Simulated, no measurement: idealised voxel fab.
The following is a process module called voxel air gaps.
Cross-section cut: width 175 nm, square cells of 5 nm.
Cross-section layout: square cells on a grid; listed as bands, top to bottom; a band spans one or more cell rows.
This entry defines a band. It first specifies the height of the band's top and the height of its bottom in nm, and then specifies the band's materials from left to right, stating each material with its width in nm. The word "edge to edge" identifies a single material that fills the band from edge to edge, while the word "air" identifies empty space.
Heads up on the height convention: 0 is the point under which the incoming wafer is all one material, and the lowest band has no bottom, it just keeps going down, like "top 0, no bottom".
Note: "30->40" means the width goes from the first number (top row of the band) to the second number (bottom row) in equal steps per row of cells.
The cross-section has no changed cell in any step marked "same as before".
The label "Completely sealed voids" introduces a list of the empty spaces, 8 cells or larger, that have no open way up to the top; each entry in it reads width x height at distance, where the distance is taken from the left edge and all three are stated in nm.
If you see something after the settings on a step's line, that's the simulator's own remark about that step.
The "overlay nm" setting may appear on a step's line; for a step that uses a mask, it gives how far to the right of its planned position the mask lay, and a negative value indicates the left.

Intended process steps:
| 1 | RECEIVE | material Si |
| 2 | CONFORMAL_DEP | material SiO2 | thk nm 10 |
| 3 | CONFORMAL_DEP | material SiN | thk nm 5 |
| 4 | DIRECTIONAL_DEP | material SiO2 | thk nm 35 |
| 5 | DIRECTIONAL_DEP | material aC | thk nm 15 |
| 6 | PATTERN | tone open | mask id LINES | material resist | width nm 25 | pitch nm 50 | thk nm 30 | overlay nm -10 |
| 7 | DIRECTIONAL_ETCH | etch materials aC | depth nm 15 |
| 8 | STRIP | etch materials resist |
| 9 | DIRECTIONAL_ETCH | etch materials SiO2 | depth nm 35 |
| 10 | STRIP | etch materials aC |
| 11 | CONFORMAL_DEP | material TiN | thk nm 5 |
| 12 | FILL_DEP | material Cu | thk nm 5 |
| 13 | CMP | height nm 50 |
| 14 | EPI | material Ru | thk nm 10 |
| 15 | SELECTIVE_ETCH | etch materials SiO2 | depth nm 45 |
| 16 | CONFORMAL_DEP | material SiN | thk nm 5 |
Be aware that, although all wafers share a common starting state, the overlay nm at step 6 differs among them, and the plan displays the first wafer's value.

First wafer of several, as received: cross-section after step 1:
- top 0, no bottom  Si edge to edge
- Completely sealed voids: none

Cross-section of the first of several wafers once the module has run through its last step, step 16:
- top 65, bottom 60  SiN: 155; air: 20
- top 60, bottom 50  SiN: 5; Ru: 45; SiN: 5; Ru: 45; SiN: 5; Ru: 45; SiN: 5; air: 20
- top 50, bottom 45  SiN: 15; TiN: 5; Cu: 15; TiN: 5; SiN: 25; TiN: 5; Cu: 15; TiN: 5; SiN: 25; TiN: 5; Cu: 15; TiN: 5; SiN: 15; air: 20
- top 45, bottom 20  air: 10; SiN: 5; TiN: 5; Cu: 15; TiN: 5; SiN: 5; air: 15; SiN: 5; TiN: 5; Cu: 15; TiN: 5; SiN: 5; air: 15; SiN: 5; TiN: 5; Cu: 15; TiN: 5; SiN: 5; air: 30
- top 20, bottom 15  SiN: 15; TiN: 25; SiN: 25; TiN: 25; SiN: 25; TiN: 25; SiN: 35
- top 15, bottom 10  SiN edge to edge
- top 10, bottom 0  SiO2 edge to edge
- top 0, no bottom  Si edge to edge
- Completely sealed voids: 10 x 25 at 0; 15 x 25 at 45; 15 x 25 at 95

Final wafer cross-section at module end:
- top 65, bottom 60  air: 20; SiN: 155
- top 60, bottom 50  air: 20; SiN: 5; Ru: 45; SiN: 5; Ru: 45; SiN: 5; Ru: 45; SiN: 5
- top 50, bottom 45  air: 20; SiN: 15; TiN: 5; Cu: 15; TiN: 5; SiN: 25; TiN: 5; Cu: 15; TiN: 5; SiN: 25; TiN: 5; Cu: 15; TiN: 5; SiN: 15
- top 45, bottom 20  air: 30; SiN: 5; TiN: 5; Cu: 15; TiN: 5; SiN: 5; air: 15; SiN: 5; TiN: 5; Cu: 15; TiN: 5; SiN: 5; air: 15; SiN: 5; TiN: 5; Cu: 15; TiN: 5; SiN: 5; air: 10
- top 20, bottom 15  SiN: 35; TiN: 25; SiN: 25; TiN: 25; SiN: 25; TiN: 25; SiN: 15
- top 15, bottom 10  SiN edge to edge
- top 10, bottom 0  SiO2 edge to edge
- top 0, no bottom  Si edge to edge
- Completely sealed voids: 15 x 25 at 65; 15 x 25 at 115; 10 x 25 at 165

What follows is a table in which each wafer occupies a row; for the wafer as it stands at the close of the module, the row states, material by material, how many cells have been gained (+) or lost (-) since receipt, and then gives its closed voids:
overlay nm -10, +54 Cu, +54 Ru, +140 SiN, +70 SiO2, +51 TiN, Completely sealed voids: 10 x 25 at 0; 15 x 25 at 45; 15 x 25 at 95
overlay nm -5, +54 Cu, +54 Ru, +140 SiN, +70 SiO2, +51 TiN, Completely sealed voids: 15 x 25 at 50; 15 x 25 at 100
overlay nm 0, +54 Cu, +54 Ru, +140 SiN, +70 SiO2, +51 TiN, Completely sealed voids: 15 x 25 at 55; 15 x 25 at 105
overlay nm 5, +54 Cu, +54 Ru, +140 SiN, +70 SiO2, +51 TiN, Completely sealed voids: 15 x 25 at 60; 15 x 25 at 110
overlay nm 10, +54 Cu, +54 Ru, +140 SiN, +70 SiO2, +51 TiN, Completely sealed voids: 15 x 25 at 65; 15 x 25 at 115; 10 x 25 at 165
